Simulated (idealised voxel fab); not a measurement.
Module name: voxel spacer lines (process module)
Xsec cut, 175 nm wide, square cell size 5 nm.
Just so we're on the same page, the cross-sections are grids of square cells, and they're listed out in bands top to bottom, each band one or more rows deep. Read a band's entry like this: the first values are the height of its top and the height of its bottom in nm, and what follows is the sequence of materials from left to right, each with its width in nm. Note that "air" is empty space, and that a single material marked "all across" reaches across the band from edge to edge. Height 0 is the level under which the wafer as received is all one material. The lowest band goes on downwards, as in "0 nm and below". Width spec "30->40" -> top row of cells at first value, bottom row at second value, equal per-row change in between. Reading "no alterations made" for a step: not a cell of the cross-section changed in it. Closed-off voids of 8+ cells (no open route to the top) go in "Tabulated closed voids", written width x height at distance from the left edge, in nm. Heads up: the bit after the settings on a step's line is the simulator's remark on that step. "overlay nm" denotes, for a step that has a mask, the displacement of the mask to the right of its planned place, with negative values corresponding to the left.
**Below is the list of planned process steps**
- 1: RECEIVE | material Si
- 2: CONFORMAL_DEP | material Al2O3 | thk nm 5
- 3: DIRECTIONAL_DEP | material SiN | thk nm 15
- 4: DIRECTIONAL_DEP | material aC | thk nm 25
- 5: PATTERN | tone cover | mask id MANDREL | material resist | width nm 15 | pitch nm 50 | thk nm 30 | overlay nm 0
- 6: DIRECTIONAL_ETCH | etch materials aC | depth nm 25
- 7: STRIP | etch materials resist
- 8: CONFORMAL_DEP | material SiO2 | thk nm 10
- 9: DIRECTIONAL_ETCH | etch materials SiO2 | depth nm 10
- 10: STRIP | etch materials aC
- 11: DIRECTIONAL_ETCH | etch materials SiN | depth nm 15
- 12: STRIP | etch materials SiO2
**Wafer as received: cross-section following step 1**
> 0 nm and below  Si all across
> Tabulated closed voids: none
**Module complete - cross-section of the first of two wafers, run according to plan**
> 20 nm to 5 nm  air 20 nm, then SiN 10 nm, then air 15 nm, then SiN 10 nm, then air 15 nm, then SiN 10 nm, then air 15 nm, then SiN 10 nm, then air 15 nm, then SiN 10 nm, then air 15 nm, then SiN 10 nm, then air 20 nm
> 5 nm to 0 nm  Al2O3 all across
> 0 nm and below  Si all across
> Tabulated closed voids: none
**Wafer two cross-section, module end. Start and plan unchanged from wafer one; one mistake made during the run**
> 20 nm to 5 nm  air 30 nm, then SiN 10 nm, then air 15 nm, then SiN 10 nm, then air 15 nm, then SiN 10 nm, then air 15 nm, then SiN 10 nm, then air 15 nm, then SiN 10 nm, then air 15 nm, then SiN 10 nm, then air 10 nm
> 5 nm to 0 nm  Al2O3 all across
> 0 nm and below  Si all across
> Tabulated closed voids: none
Nonconformance to the process plan: in deviation from the planned setting, step 5 was conducted as PATTERN | tone cover | mask id MANDREL | material resist | width nm 15 | pitch nm 50 | thk nm 30 | overlay nm 10
At the end, the second wafer has the same number of cells of each material as the first, but those cells sit in other places.
